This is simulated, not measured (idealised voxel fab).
voxel capacitor over wiring: a process module
It is cross-section cut that appears here, measuring 155 nm in width, its square cells being 5 nm in size.
Each cross-section below is a grid of square cells, stated as bands in top-down order, with one or more rows of cells making up each band. Basically the band line says how high the top is and how high the bottom is, in nm, and then what's in it from left to right, every material with its width in nm. Empty space shows up as "empty", and if a single material carries "all across" it runs the full band edge to edge. It should be noted that heights are counted from 0, beneath which the wafer as supplied is of one material throughout, and that the lowest band possesses no lower boundary but continues downward, as written in "0 and below". Graded width ("30..40"): value in top row of band = first number; value in bottom row = second number; row-to-row change constant. "nothing was modified" (step): cross-section cells unchanged, all of them. So "Fully sealed cavities" is basically the list of trapped voids: any empty space of 8 cells or more that can't reach the top through an opening. They're written width x height at distance, the distance being from the left edge, and it's all nm. On a step's line, text after the settings is the simulator commenting on that step. For masked steps, "overlay nm" on the step line gives how far right of plan the mask actually lay; a minus sign means it lay to the left.

Planned step list for the process:
1. RECEIVE (material Si)
2. CONFORMAL_DEP (material SiO2; thk nm 10)
3. CONFORMAL_DEP (material SiN; thk nm 5)
4. DIRECTIONAL_DEP (material SiO2; thk nm 25)
5. DIRECTIONAL_DEP (material aC; thk nm 10)
6. PATTERN (tone open; mask id METAL_1; material resist; width nm 25; pitch nm 80; thk nm 25; overlay nm 0)
7. DIRECTIONAL_ETCH (etch materials aC; depth nm 10)
8. STRIP (etch materials resist)
9. DIRECTIONAL_ETCH (etch materials SiO2; depth nm 25)
10. DIRECTIONAL_ETCH (etch materials SiN; depth nm 5)
11. STRIP (etch materials aC)
12. CONFORMAL_DEP (material TiN; thk nm 5)
13. FILL_DEP (material Cu; thk nm 5)
14. CMP (height nm 40)
15. CONFORMAL_DEP (material SiCN; thk nm 5)
16. DIRECTIONAL_DEP (material lowk; thk nm 15)
17. DIRECTIONAL_DEP (material aC; thk nm 15)
18. PATTERN (tone open; mask id PLUG_1; material resist; width nm 15; thk nm 30; overlay nm 0)
19. DIRECTIONAL_ETCH (etch materials aC; depth nm 15)
20. STRIP (etch materials resist)
21. DIRECTIONAL_ETCH (etch materials lowk; depth nm 15)
22. DIRECTIONAL_ETCH (etch materials SiCN; depth nm 5)
23. STRIP (etch materials aC)
24. EPI (material Ru; thk nm 10)
25. EPI (material Ru; thk nm 10)
26. DIRECTIONAL_DEP (material TiN; thk nm 5)
27. DIRECTIONAL_DEP (material Al2O3; thk nm 5)
28. DIRECTIONAL_DEP (material TiN; thk nm 5)
29. PATTERN (tone cover; mask id UPPER_PLATE; material resist; width nm 60; thk nm 15; overlay nm 0)
30. DIRECTIONAL_ETCH (etch materials TiN; depth nm 5)
31. DIRECTIONAL_ETCH (etch materials Al2O3; depth nm 5)
32. STRIP (etch materials resist)
33. MASKED_ETCH (tone cover; mask id LOWER_PLATE; width nm 70; etch materials TiN; depth nm 5; overlay nm 0)
34. FILL_DEP (material SiO2; thk nm 15)
35. CMP (height nm 85)
36. PATTERN (tone open; mask id PLUG_2; material resist; width nm 15; thk nm 15; overlay nm 0)
37. DIRECTIONAL_ETCH (etch materials SiO2; depth nm 10)
38. STRIP (etch materials resist)
39. CONFORMAL_DEP (material TiN; thk nm 5)
40. FILL_DEP (material W; thk nm 5)
41. CMP (height nm 85)
42. CONFORMAL_DEP (material SiN; thk nm 5)

Cross-section of the wafer upon arrival, representing the state reached after step 1:
    0 and below = Si all across
    Fully sealed cavities: none

The first of two wafers, cross-sectioned at the end of the module, with the run proceeding as planned:
    90 down to 85 = SiN all across
    85 down to 80 = SiO2 45 nm, TiN 5 nm, W 5 nm, TiN 5 nm, SiO2 95 nm
    80 down to 70 = SiO2 45..35 nm, TiN 15..60 nm, SiO2 95..60 nm
    70 down to 65 = SiO2 35 nm, Al2O3 60 nm, SiO2 60 nm
    65 down to 60 = SiO2 30 nm, TiN 70 nm, SiO2 55 nm
    60 down to 45 = lowk 35 nm, Ru 15 nm, lowk 105 nm
    45 down to 40 = SiCN 35 nm, Ru 15 nm, SiCN 105 nm
    40 down to 15 = SiO2 25 nm, TiN 5 nm, Cu 15 nm, TiN 5 nm, SiO2 55 nm, TiN 5 nm, Cu 15 nm, TiN 5 nm, SiO2 25 nm
    15 down to 10 = SiN 25 nm, TiN 25 nm, SiN 55 nm, TiN 25 nm, SiN 25 nm
    10 down to 0 = SiO2 all across
    0 and below = Si all across
    Fully sealed cavities: none

Now the second wafer, cross-sectioned at the end of the module. Nothing different at the start, nothing different in the plan compared with the first, just one mistake when it was actually run:
    90 down to 85 = SiN all across
    85 down to 80 = SiO2 45 nm, TiN 5 nm, W 5 nm, TiN 5 nm, SiO2 95 nm
    80 down to 75 = SiO2 45 nm, TiN 15 nm, SiO2 95 nm
    75 down to 70 = SiO2 all across
    70 down to 65 = SiO2 35 nm, Al2O3 60 nm, SiO2 60 nm
    65 down to 60 = TiN 30 nm, SiO2 5 nm, TiN 60 nm, SiO2 5 nm, TiN 55 nm
    60 down to 45 = lowk 35 nm, Ru 15 nm, lowk 105 nm
    45 down to 40 = SiCN 35 nm, Ru 15 nm, SiCN 105 nm
    40 down to 15 = SiO2 25 nm, TiN 5 nm, Cu 15 nm, TiN 5 nm, SiO2 55 nm, TiN 5 nm, Cu 15 nm, TiN 5 nm, SiO2 25 nm
    15 down to 10 = SiN 25 nm, TiN 25 nm, SiN 55 nm, TiN 25 nm, SiN 25 nm
    10 down to 0 = SiO2 all across
    0 and below = Si all across
    Fully sealed cavities: none
Misprocessing identified: contrary to plan, step 33 was performed as MASKED_ETCH (tone open; mask id LOWER_PLATE; width nm 70; etch materials TiN; depth nm 5; overlay nm 0)
Bottom line after processing is that, in cells, the second wafer is up or down on some materials versus the first: SiO2 -3, TiN +3
